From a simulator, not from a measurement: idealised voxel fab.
Presented below is a process module, voxel spacer lines.
It is cross-section cut that appears here, measuring 260 nm in width, its square cells being 5 nm in size.
The cross-sections in this document take the form of a grid made of square cells. They are written out as bands, in order from top to bottom. Each band consists of one or more rows of cells. The band entry comprises the height of the band's top followed by the height of its bottom, expressed in nm, and subsequently the band's materials from left to right, each stated together with its width in nm. Where a single material is marked with the word "everywhere", that material fills the band from edge to edge. The word "blank" represents empty space. Counting heights begins at 0, where everything beneath is, in the wafer as received, one material. The lowest band has no bottom; it goes on downwards, as "top 0, no bottom" shows. Graded width ("30->40"): value in top row of band = first number; value in bottom row = second number; row-to-row change constant. Step marked "no modifications"? Then no cell in the cross-section changed in it. Reported under the label "Closed void table" are the empty spaces having no open way to the top and comprising 8 cells or more; the notation for each is width x height at distance, in which the distance is measured from the left edge and all three values are in nm. The remark found on a step's line after its settings is issued by the simulator itself and pertains to that step. overlay nm: how far to the right of its planned place the mask lay on this masked step (negative: to the left).
**Planned step list for the process**
1. op RECEIVE | material Si
2. op CONFORMAL_DEP | material Al2O3 | thk nm 10
3. op DIRECTIONAL_DEP | material SiN | thk nm 10
4. op DIRECTIONAL_DEP | material aC | thk nm 25
5. op PATTERN | tone cover | mask id MANDREL | material resist | width nm 25 | pitch nm 70 | thk nm 35 | overlay nm 0
6. op DIRECTIONAL_ETCH | etch materials aC | depth nm 25
7. op STRIP | etch materials resist
8. op CONFORMAL_DEP | material SiO2 | thk nm 10
9. op DIRECTIONAL_ETCH | etch materials SiO2 | depth nm 10
10. op STRIP | etch materials aC
11. op DIRECTIONAL_ETCH | etch materials SiN | depth nm 10
12. op STRIP | etch materials SiO2
**The cross-section here shows the wafer as received, i.e. in its state after step 1**
> top 0, no bottom: Si everywhere
> Closed void table: none
**Cross-section, end of module. Start: as above. Plan: as above. Execution: one mistake**
> top 20, bottom 10: blank=45, then SiN=10, then blank=5, then SiN=10, then blank=45, then SiN=10, then blank=5, then SiN=10, then blank=45, then SiN=10, then blank=5, then SiN=10, then blank=50
> top 10, bottom 0: Al2O3 everywhere
> top 0, no bottom: Si everywhere
> Closed void table: none
Run error: heads up, step 5 didn't go per plan, it actually ran as op PATTERN | tone open | mask id MANDREL | material resist | width nm 25 | pitch nm 70 | thk nm 35 | overlay nm 0
